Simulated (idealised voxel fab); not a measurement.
process module | voxel self aligned vias
cross-section cut | 295 nm wide | cells 5 nm
A cross-section is a grid of square cells, given in bands from the top down. A band is one or more rows of cells.
Each band's line starts with the height of the band's top and of its bottom, in nm. Then come its materials from left to right, each with its width in nm. One material with "throughout" fills the band from edge to edge. "air" is empty space.
Height 0 is the level under which the wafer as received is all one material. The lowest band goes on downwards, as in "0 down".
A width such as "30 to 40" changes by the same amount from each row of cells to the next, from the band's top row to its bottom row.
"no change" after a step means that no cell of the cross-section changed.
closed voids: empty space of 8 cells or more with no open way to the top, each as width x height at its distance from the left edge, in nm
after a step's settings: what the simulator itself notes on the step
overlay nm, on a step with a mask: how far to the right of its planned place the mask lay; to the left if negative
plan
1 op RECEIVE | material Si
2 op CONFORMAL_DEP | material SiO2 | thk nm 15
3 op CONFORMAL_DEP | material SiCN | thk nm 5
4 op DIRECTIONAL_DEP | material lowk | thk nm 20
5 op PATTERN | tone open | mask id LINES | material resist | width nm 30 | pitch nm 55 | thk nm 15 | overlay nm 0
6 op DIRECTIONAL_ETCH | etch materials lowk | depth nm 20
7 op STRIP | etch materials resist
8 op CONFORMAL_DEP | material TiN | thk nm 5
9 op FILL_DEP | material W | thk nm 10
10 op CMP | height nm 40
11 op SELECTIVE_ETCH | etch materials W Ru TiN | depth nm 5
12 op FILL_DEP | material SiN | thk nm 5
13 op CMP | height nm 40
14 op DIRECTIONAL_DEP | material lowk | thk nm 15
15 op MASKED_ETCH | tone open | mask id VIAS | width nm 40 | pitch nm 110 | etch materials lowk | depth nm 15 | overlay nm -15
16 op MASKED_ETCH | tone open | mask id VIAS | width nm 40 | pitch nm 110 | etch materials SiN | depth nm 5 | overlay nm 0
17 op CONFORMAL_DEP | material TiN | thk nm 5
18 op FILL_DEP | material W | thk nm 5
19 op CMP | height nm 55
20 op CONFORMAL_DEP | material SiCN | thk nm 5
varied across the wafers: overlay nm of step 15. The plan shows the first wafer's value. All wafers start alike
first wafer as received, after step 1
  0 down: Si throughout
  closed voids: none
each wafer at the end: cells of each material gained (+) or lost (-) since it was received, then its closed voids
overlay nm -15 | +118 SiCN | +10 SiN | +177 SiO2 | +58 TiN | +52 W | +293 lowk | closed voids: none
overlay nm -10 | +118 SiCN | +8 SiN | +177 SiO2 | +58 TiN | +54 W | +293 lowk | closed voids: none
overlay nm -5 | +118 SiCN | +6 SiN | +177 SiO2 | +58 TiN | +56 W | +293 lowk | closed voids: none
overlay nm 0 | +118 SiCN | +6 SiN | +177 SiO2 | +58 TiN | +56 W | +293 lowk | closed voids: none
overlay nm 5 | +118 SiCN | +6 SiN | +177 SiO2 | +58 TiN | +56 W | +293 lowk | closed voids: none
overlay nm 10 | +118 SiCN | +8 SiN | +177 SiO2 | +58 TiN | +54 W | +293 lowk | closed voids: none
overlay nm 15 | +118 SiCN | +10 SiN | +177 SiO2 | +58 TiN | +52 W | +293 lowk | closed voids: none
